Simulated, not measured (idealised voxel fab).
The process module that follows is named voxel self aligned vias.
Each square cell in cross-section cut measures 5 nm, and the section as a whole is 175 nm wide.
When this document writes out a cross-section, it uses a grid of square cells and lists it as bands, beginning at the top and moving down, with a band standing for one or more rows of cells.
Band: top height; bottom height; in nm. Then, left to right: material with width in nm, for each material. "everywhere": a single material spanning edge to edge. "air": empty space.
Basically, 0 is our baseline, since under it the wafer straight out of the box is all one material. The bottom band has no lower end and keeps on going down, so it looks like "from 0 down".
The expression "30..40" gives the width at the extremes of the band, the first number at its top row of cells and the second at its bottom row, with the width changing by equal amounts from each row to the next in between.
Where a step carries "nothing got changed", the cross-section came out of it unchanged, cell for cell.
"Trapped voids" - sealed voids, min. 8 cells, no opening to top; format: width x height at distance (distance from left edge; nm throughout).
Step line, after settings: the simulator's comment on this step.
overlay nm, on a step with a mask: how far to the right of its planned place the mask lay; to the left if negative

Process steps (planned)
1 RECEIVE,material Si
2 CONFORMAL_DEP,material SiO2,thk nm 15
3 CONFORMAL_DEP,material SiCN,thk nm 5
4 DIRECTIONAL_DEP,material SiO2,thk nm 20
5 DIRECTIONAL_DEP,material aC,thk nm 15
6 PATTERN,tone open,mask id LINES,material resist,width nm 30,pitch nm 70,thk nm 35,overlay nm 0
7 DIRECTIONAL_ETCH,etch materials aC,depth nm 15
8 STRIP,etch materials resist
9 DIRECTIONAL_ETCH,etch materials SiO2,depth nm 20
10 STRIP,etch materials aC
11 CONFORMAL_DEP,material TiN,thk nm 5
12 FILL_DEP,material Ru,thk nm 10
13 CMP,height nm 40
14 SELECTIVE_ETCH,etch materials W Ru TiN,depth nm 10
15 FILL_DEP,material SiN,thk nm 5
16 CMP,height nm 40
17 DIRECTIONAL_DEP,material SiO2,thk nm 15
18 DIRECTIONAL_DEP,material aC,thk nm 10
19 PATTERN,tone open,mask id VIAS,material resist,width nm 50,thk nm 30,overlay nm 0
20 DIRECTIONAL_ETCH,etch materials aC,depth nm 10
21 STRIP,etch materials resist
22 DIRECTIONAL_ETCH,etch materials SiO2,depth nm 15
23 DIRECTIONAL_ETCH,etch materials SiN,depth nm 10
24 STRIP,etch materials aC
25 CONFORMAL_DEP,material TiN,thk nm 5
26 FILL_DEP,material W,thk nm 10
27 CMP,height nm 55
28 CONFORMAL_DEP,material SiN,thk nm 5

Account of the first of two wafers, which was processed as intended

As-received state of the wafer in cross-section, equivalent to post-step 1
> from 0 down  Si everywhere
> Trapped voids: none

Cross-sectional representation of the wafer at the conclusion of step 2
> from 15 to 0  SiO2 everywhere
> Anything lower than 0 is untouched.

Cross-sectional representation of the wafer at the conclusion of step 3
> from 20 to 15  SiCN everywhere
> Anything lower than 15 is untouched.

Cross-sectional representation of the wafer at the conclusion of step 4
> from 40 to 20  SiO2 everywhere
> Anything lower than 20 is untouched.

Cross-sectional representation of the wafer at the conclusion of step 5
> from 55 to 40  aC everywhere
> Anything lower than 40 is untouched.

Cross-sectional representation of the wafer at the conclusion of step 6
> from 90 to 55  35 resist  30 air  40 resist  30 air  40 resist
> Anything lower than 55 is untouched.

Cross-sectional representation of the wafer at the conclusion of step 7
> from 75 to 55  35 resist  30 air  40 resist  30 air  40 resist
> from 55 to 40  35 aC  30 air  40 aC  30 air  40 aC
> Anything lower than 40 is untouched.

Cross-sectional representation of the wafer at the conclusion of step 8
> from 55 to 40  35 aC  30 air  40 aC  30 air  40 aC
> Anything lower than 40 is untouched.

Cross-sectional representation of the wafer at the conclusion of step 9
> from 55 to 40  35 aC  30 air  40 aC  30 air  40 aC
> from 40 to 20  35 SiO2  30 air  40 SiO2  30 air  40 SiO2
> Anything lower than 20 is untouched.

Cross-sectional representation of the wafer at the conclusion of step 10
> from 40 to 20  35 SiO2  30 air  40 SiO2  30 air  40 SiO2
> Anything lower than 20 is untouched.

Cross-sectional representation of the wafer at the conclusion of step 11
> from 45 to 40  40 TiN  20 air  50 TiN  20 air  45 TiN
> from 40 to 25  35 SiO2  5 TiN  20 air  5 TiN  40 SiO2  5 TiN  20 air  5 TiN  40 SiO2
> from 25 to 20  35 SiO2  30 TiN  40 SiO2  30 TiN  40 SiO2
> Anything lower than 20 is untouched.

Cross-sectional representation of the wafer at the conclusion of step 12
> from 55 to 45  Ru everywhere
> from 45 to 40  40 TiN  20 Ru  50 TiN  20 Ru  45 TiN
> from 40 to 25  35 SiO2  5 TiN  20 Ru  5 TiN  40 SiO2  5 TiN  20 Ru  5 TiN  40 SiO2
> Anything lower than 25 is untouched.

Cross-sectional representation of the wafer at the conclusion of step 13
> from 40 to 25  35 SiO2  5 TiN  20 Ru  5 TiN  40 SiO2  5 TiN  20 Ru  5 TiN  40 SiO2
> Anything lower than 25 is untouched.

Cross-sectional representation of the wafer at the conclusion of step 14
> from 40 to 30  35 SiO2  30 air  40 SiO2  30 air  40 SiO2
> Anything lower than 30 is untouched.

Cross-sectional representation of the wafer at the conclusion of step 15
> from 45 to 40  SiN everywhere
> from 40 to 30  35 SiO2  30 SiN  40 SiO2  30 SiN  40 SiO2
> Anything lower than 30 is untouched.

Cross-sectional representation of the wafer at the conclusion of step 16
> from 40 to 30  35 SiO2  30 SiN  40 SiO2  30 SiN  40 SiO2
> Anything lower than 30 is untouched.

Cross-sectional representation of the wafer at the conclusion of step 17
> from 55 to 40  SiO2 everywhere
> Anything lower than 40 is untouched.

Cross-sectional representation of the wafer at the conclusion of step 18
> from 65 to 55  aC everywhere
> Anything lower than 55 is untouched.

Cross-sectional representation of the wafer at the conclusion of step 19
> from 95 to 65  25 resist  50 air  100 resist
> Anything lower than 65 is untouched.

Cross-sectional representation of the wafer at the conclusion of step 20
> from 85 to 65  25 resist  50 air  100 resist
> from 65 to 55  25 aC  50 air  100 aC
> Anything lower than 55 is untouched.

Cross-sectional representation of the wafer at the conclusion of step 21
> from 65 to 55  25 aC  50 air  100 aC
> Anything lower than 55 is untouched.

Cross-sectional representation of the wafer at the conclusion of step 22
> from 65 to 55  25 aC  50 air  100 aC
> from 55 to 40  25 SiO2  50 air  100 SiO2
> Anything lower than 40 is untouched.

Cross-sectional representation of the wafer at the conclusion of step 23
> from 65 to 55  25 aC  50 air  100 aC
> from 55 to 40  25 SiO2  50 air  100 SiO2
> from 40 to 30  35 SiO2  30 air  40 SiO2  30 SiN  40 SiO2
> Anything lower than 30 is untouched.

Cross-sectional representation of the wafer at the conclusion of step 24
> from 55 to 40  25 SiO2  50 air  100 SiO2
> Anything lower than 40 is untouched.

Cross-sectional representation of the wafer at the conclusion of step 25
> from 60 to 55  30 TiN  40 air  105 TiN
> from 55 to 45  25 SiO2  5 TiN  40 air  5 TiN  100 SiO2
> from 45 to 40  25 SiO2  15 TiN  20 air  15 TiN  100 SiO2
> from 40 to 35  35 SiO2  5 TiN  20 air  5 TiN  40 SiO2  30 SiN  40 SiO2
> from 35 to 30  35 SiO2  30 TiN  40 SiO2  30 SiN  40 SiO2
> Anything lower than 30 is untouched.

Cross-sectional representation of the wafer at the conclusion of step 26
> from 70 to 60  W everywhere
> from 60 to 55  30 TiN  40 W  105 TiN
> from 55 to 45  25 SiO2  5 TiN  40 W  5 TiN  100 SiO2
> from 45 to 40  25 SiO2  15 TiN  20 W  15 TiN  100 SiO2
> from 40 to 35  35 SiO2  5 TiN  20 W  5 TiN  40 SiO2  30 SiN  40 SiO2
> Anything lower than 35 is untouched.

Cross-sectional representation of the wafer at the conclusion of step 27
> from 55 to 45  25 SiO2  5 TiN  40 W  5 TiN  100 SiO2
> Anything lower than 45 is untouched.

Cross-sectional representation of the wafer at the conclusion of step 28
> from 60 to 55  SiN everywhere
> Anything lower than 55 is untouched.

Second wafer, same starting state and plan as the first, one mistake in the run, identical through step 2

Here is the second wafer in cross-section at the point where step 3 of the plan should have been done: nothing got changed

Here is the second wafer in cross-section at the point where step 4 of the plan should have been done
> from 35 to 0  SiO2 everywhere
> Anything lower than 0 is untouched.

Here is the second wafer in cross-section at the point where step 5 of the plan should have been done
> from 50 to 35  aC everywhere
> Anything lower than 35 is untouched.

Here is the second wafer in cross-section at the point where step 6 of the plan should have been done
> from 85 to 50  35 resist  30 air  40 resist  30 air  40 resist
> Anything lower than 50 is untouched.

Here is the second wafer in cross-section at the point where step 7 of the plan should have been done
> from 70 to 50  35 resist  30 air  40 resist  30 air  40 resist
> from 50 to 35  35 aC  30 air  40 aC  30 air  40 aC
> Anything lower than 35 is untouched.

Here is the second wafer in cross-section at the point where step 8 of the plan should have been done
> from 50 to 35  35 aC  30 air  40 aC  30 air  40 aC
> Anything lower than 35 is untouched.

Here is the second wafer in cross-section at the point where step 9 of the plan should have been done
> from 50 to 35  35 aC  30 air  40 aC  30 air  40 aC
> from 35 to 15  35 SiO2  30 air  40 SiO2  30 air  40 SiO2
> Anything lower than 15 is untouched.

Here is the second wafer in cross-section at the point where step 10 of the plan should have been done
> from 35 to 15  35 SiO2  30 air  40 SiO2  30 air  40 SiO2
> Anything lower than 15 is untouched.

Here is the second wafer in cross-section at the point where step 11 of the plan should have been done
> from 40 to 35  40 TiN  20 air  50 TiN  20 air  45 TiN
> from 35 to 20  35 SiO2  5 TiN  20 air  5 TiN  40 SiO2  5 TiN  20 air  5 TiN  40 SiO2
> from 20 to 15  35 SiO2  30 TiN  40 SiO2  30 TiN  40 SiO2
> Anything lower than 15 is untouched.

Here is the second wafer in cross-section at the point where step 12 of the plan should have been done
> from 50 to 40  Ru everywhere
> from 40 to 35  40 TiN  20 Ru  50 TiN  20 Ru  45 TiN
> from 35 to 20  35 SiO2  5 TiN  20 Ru  5 TiN  40 SiO2  5 TiN  20 Ru  5 TiN  40 SiO2
> Anything lower than 20 is untouched.

Here is the second wafer in cross-section at the point where step 13 of the plan should have been done
> from 40 to 35  40 TiN  20 Ru  50 TiN  20 Ru  45 TiN
> Anything lower than 35 is untouched.

Here is the second wafer in cross-section at the point where step 14 of the plan should have been done
> from 35 to 30  35 SiO2  30 air  40 SiO2  30 air  40 SiO2
> Anything lower than 30 is untouched.

Here is the second wafer in cross-section at the point where step 15 of the plan should have been done
> from 40 to 35  SiN everywhere
> from 35 to 30  35 SiO2  30 SiN  40 SiO2  30 SiN  40 SiO2
> Anything lower than 30 is untouched.

Here is the second wafer in cross-section at the point where step 16 of the plan should have been done: nothing got changed

Here is the second wafer in cross-section at the point where step 17 of the plan should have been done
> from 55 to 40  SiO2 everywhere
> Anything lower than 40 is untouched.

Here is the second wafer in cross-section at the point where step 18 of the plan should have been done
> from 65 to 55  aC everywhere
> Anything lower than 55 is untouched.

Here is the second wafer in cross-section at the point where step 19 of the plan should have been done
> from 95 to 65  25 resist  50 air  100 resist
> Anything lower than 65 is untouched.

Here is the second wafer in cross-section at the point where step 20 of the plan should have been done
> from 85 to 65  25 resist  50 air  100 resist
> from 65 to 55  25 aC  50 air  100 aC
> Anything lower than 55 is untouched.

Here is the second wafer in cross-section at the point where step 21 of the plan should have been done
> from 65 to 55  25 aC  50 air  100 aC
> Anything lower than 55 is untouched.

Here is the second wafer in cross-section at the point where step 22 of the plan should have been done
> from 65 to 55  25 aC  50 air  100 aC
> from 55 to 40  25 SiO2  50 air  100 SiO2
> Anything lower than 40 is untouched.

Here is the second wafer in cross-section at the point where step 23 of the plan should have been done
> from 65 to 55  25 aC  50 air  100 aC
> from 55 to 40  25 SiO2  50 air  100 SiO2
> from 40 to 35  25 SiN  50 air  100 SiN
> from 35 to 30  35 SiO2  30 air  40 SiO2  30 SiN  40 SiO2
> Anything lower than 30 is untouched.

Here is the second wafer in cross-section at the point where step 24 of the plan should have been done
> from 55 to 40  25 SiO2  50 air  100 SiO2
> Anything lower than 40 is untouched.

Here is the second wafer in cross-section at the point where step 25 of the plan should have been done
> from 60 to 55  30 TiN  40 air  105 TiN
> from 55 to 40  25 SiO2  5 TiN  40 air  5 TiN  100 SiO2
> from 40 to 35  25 SiN  15 TiN  20 air  15 TiN  100 SiN
> from 35 to 30  35 SiO2  30 TiN  40 SiO2  30 SiN  40 SiO2
> Anything lower than 30 is untouched.

Here is the second wafer in cross-section at the point where step 26 of the plan should have been done
> from 70 to 60  W everywhere
> from 60 to 55  30 TiN  40 W  105 TiN
> from 55 to 40  25 SiO2  5 TiN  40 W  5 TiN  100 SiO2
> from 40 to 35  25 SiN  15 TiN  20 W  15 TiN  100 SiN
> Anything lower than 35 is untouched.

Here is the second wafer in cross-section at the point where step 27 of the plan should have been done
> from 55 to 40  25 SiO2  5 TiN  40 W  5 TiN  100 SiO2
> Anything lower than 40 is untouched.

Here is the second wafer in cross-section at the point where step 28 of the plan should have been done
> from 60 to 55  SiN everywhere
> Anything lower than 55 is untouched.
It is concluded that the wafer was processed incorrectly with respect to the plan, in that step 3 of the plan was jumped over and never run
at the end the second wafer has, in cells: 8 more of Ru; 35 fewer of SiCN; 19 more of SiN; 4 more of TiN; 4 more of W
